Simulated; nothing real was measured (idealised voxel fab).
A process module follows: voxel ribs on slabs.
Square cells of 5 nm make up the cross-section cut, whose width is 285 nm.
Each cross-section below is a grid of square cells, stated as bands in top-down order, with one or more rows of cells making up each band. Band entry format. Leading values: height of top, height of bottom, nm. Remainder: materials in left-to-right order, each with its width in nm. Special words: "all across" on a single material, which then fills the band edge to edge; "air", empty space. Zero point of the height axis is 0; under it, received wafer = one material. Lowest band: continues down indefinitely, "0..down". Width spec "30..40" -> top row of cells at first value, bottom row at second value, equal per-row change in between. The cross-section has no changed cell in any step marked "nothing different". This entry, "Unvented internal voids", enumerates those empty regions of no fewer than 8 cells that possess no open connection to the top. Each region is reported in the form width x height at distance, the distance being taken from the left edge, with all three quantities expressed in nm. Text after the settings on a step's line: the simulator's own remark on that step. For masked steps, "overlay nm" on the step line gives how far right of plan the mask actually lay; a minus sign means it lay to the left.

## Intended process steps
| 1 | op RECEIVE | material Si |
| 2 | op DIRECTIONAL_DEP | material SiO2 | thk nm 20 |
| 3 | op DIRECTIONAL_DEP | material polySi | thk nm 15 |
| 4 | op MASKED_ETCH | tone cover | mask id RIB | width nm 20 | etch materials polySi | depth nm 5 | overlay nm 0 |
| 5 | op DIRECTIONAL_DEP | material aC | thk nm 10 |
| 6 | op PATTERN | tone cover | mask id SLAB | material resist | width nm 50 | thk nm 25 | overlay nm 0 |
| 7 | op DIRECTIONAL_ETCH | etch materials aC | depth nm 10 |
| 8 | op STRIP | etch materials resist |
| 9 | op DIRECTIONAL_ETCH | etch materials polySi | depth nm 10 |
| 10 | op STRIP | etch materials aC |
| 11 | op FILL_DEP | material SiO2 | thk nm 20 |
| 12 | op CMP | height nm 45 |
| 13 | op DIRECTIONAL_DEP | material TiN | thk nm 5 |
| 14 | op PATTERN | tone cover | mask id HEATER | material resist | width nm 30 | thk nm 20 | overlay nm 0 |
| 15 | op DIRECTIONAL_ETCH | etch materials TiN | depth nm 5 |
| 16 | op STRIP | etch materials resist |
| 17 | op CONFORMAL_DEP | material SiO2 | thk nm 10 |

## Delivered wafer in cross-section: state after step 1
  0..down | Si all across
  Unvented internal voids: none

## The plan above was carried out on the starting structure above with one mistake, and this cross-section shows the wafer at the end of the module
  60..55 | 115 of air, 50 of SiO2, 120 of air
  55..50 | SiO2 all across
  50..45 | 125 of SiO2, 30 of TiN, 130 of SiO2
  45..30 | SiO2 all across
  30..25 | 115 of polySi, 50 of SiO2, 120 of polySi
  25..20 | 115 of polySi, 15 of SiO2, 20 of polySi, 15 of SiO2, 120 of polySi
  20..0 | SiO2 all across
  0..down | Si all across
  Unvented internal voids: none
Run error: step 6 off recipe, ran as op PATTERN | tone open | mask id SLAB | material resist | width nm 50 | thk nm 25 | overlay nm 0
